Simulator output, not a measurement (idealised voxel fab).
Process module name: voxel gate over fins
cross-section cut | 245 nm wide | cells 5 nm
Just so we're on the same page, the cross-sections are grids of square cells, and they're listed out in bands top to bottom, each band one or more rows deep.
Basically the band line says how high the top is and how high the bottom is, in nm, and then what's in it from left to right, every material with its width in nm. Empty space shows up as "air", and if a single material carries "everywhere" it runs the full band edge to edge.
Heights are expressed relative to 0, this being the level below which the as-received wafer comprises one material exclusively. The lowest band is unbounded in the downward direction and is denoted as in "0 -> down".
Top row gets the first number, bottom row gets the second, and each row in between changes by the same step: that is how a band width like "30..40" works.
Given "remains unaltered" for a step, no cell of the cross-section differs between before and after that step.
Closed-off voids of 8+ cells (no open route to the top) go in "Voids, sealed", written width x height at distance from the left edge, in nm.
Note: text after step settings on the step line = simulator remark on that step.
overlay nm: mask right of planned place by this much (step with mask). Neg. = left.

**The following list gives the planned process steps**
1. RECEIVE,material Si
2. CONFORMAL_DEP,material SiN,thk nm 10
3. PATTERN,tone cover,mask id FINS,material resist,width nm 15,pitch nm 50,thk nm 15,overlay nm 0
4. DIRECTIONAL_ETCH,etch materials SiN,depth nm 10
5. DIRECTIONAL_ETCH,etch materials Si,depth nm 40
6. STRIP,etch materials resist
7. FILL_DEP,material SiO2,thk nm 10
8. CMP,height nm 10
9. PATTERN,tone open,mask id RAIL,material resist,width nm 15,thk nm 15,overlay nm 0
10. DIRECTIONAL_ETCH,etch materials SiO2,depth nm 45
11. STRIP,etch materials resist
12. CONFORMAL_DEP,material TiN,thk nm 5
13. FILL_DEP,material W,thk nm 10
14. CMP,height nm 10
15. SELECTIVE_ETCH,etch materials W Ru TiN,depth nm 30
16. FILL_DEP,material SiO2,thk nm 5
17. CMP,height nm 10
18. SELECTIVE_ETCH,etch materials SiO2,depth nm 20
19. STRIP,etch materials SiN
20. CONFORMAL_DEP,material HfO2,thk nm 5
21. CONFORMAL_DEP,material TiN,thk nm 5
22. CONFORMAL_DEP,material TiAl,thk nm 5
23. CONFORMAL_DEP,material TiN,thk nm 5
24. FILL_DEP,material W,thk nm 10
25. CMP,height nm 25
26. CONFORMAL_DEP,material SiN,thk nm 10

**Incoming wafer, cross-sectional view, post step 1**
- 0 -> down = Si everywhere
- Voids, sealed: none

**Starting wafer: above. Plan: above. Run: one mistake. Cross-section after the module: below**
- 35 -> 25 = SiN everywhere
- 25 -> 20 = W everywhere
- 20 -> 15 = TiN everywhere
- 15 -> 10 = TiAl everywhere
- 10 -> 5 = TiN everywhere
- 5 -> 0 = HfO2 70  TiN 5  HfO2 45  TiN 5  HfO2 45  TiN 5  HfO2 70
- 0 -> -5 = Si 65  HfO2 5  TiN 5  HfO2 5  Si 35  HfO2 5  TiN 5  HfO2 5  Si 35  HfO2 5  TiN 5  HfO2 5  Si 65
- -5 -> -10 = Si 65  HfO2 15  Si 35  HfO2 15  Si 35  HfO2 15  Si 65
- -10 -> -40 = Si 65  SiO2 15  Si 35  SiO2 15  Si 35  SiO2 15  Si 65
- -40 -> down = Si everywhere
- Voids, sealed: none
Misprocessing identified: step 3 ran with different settings than intended, the actual operation and settings being PATTERN,tone open,mask id FINS,material resist,width nm 15,pitch nm 50,thk nm 15,overlay nm 0
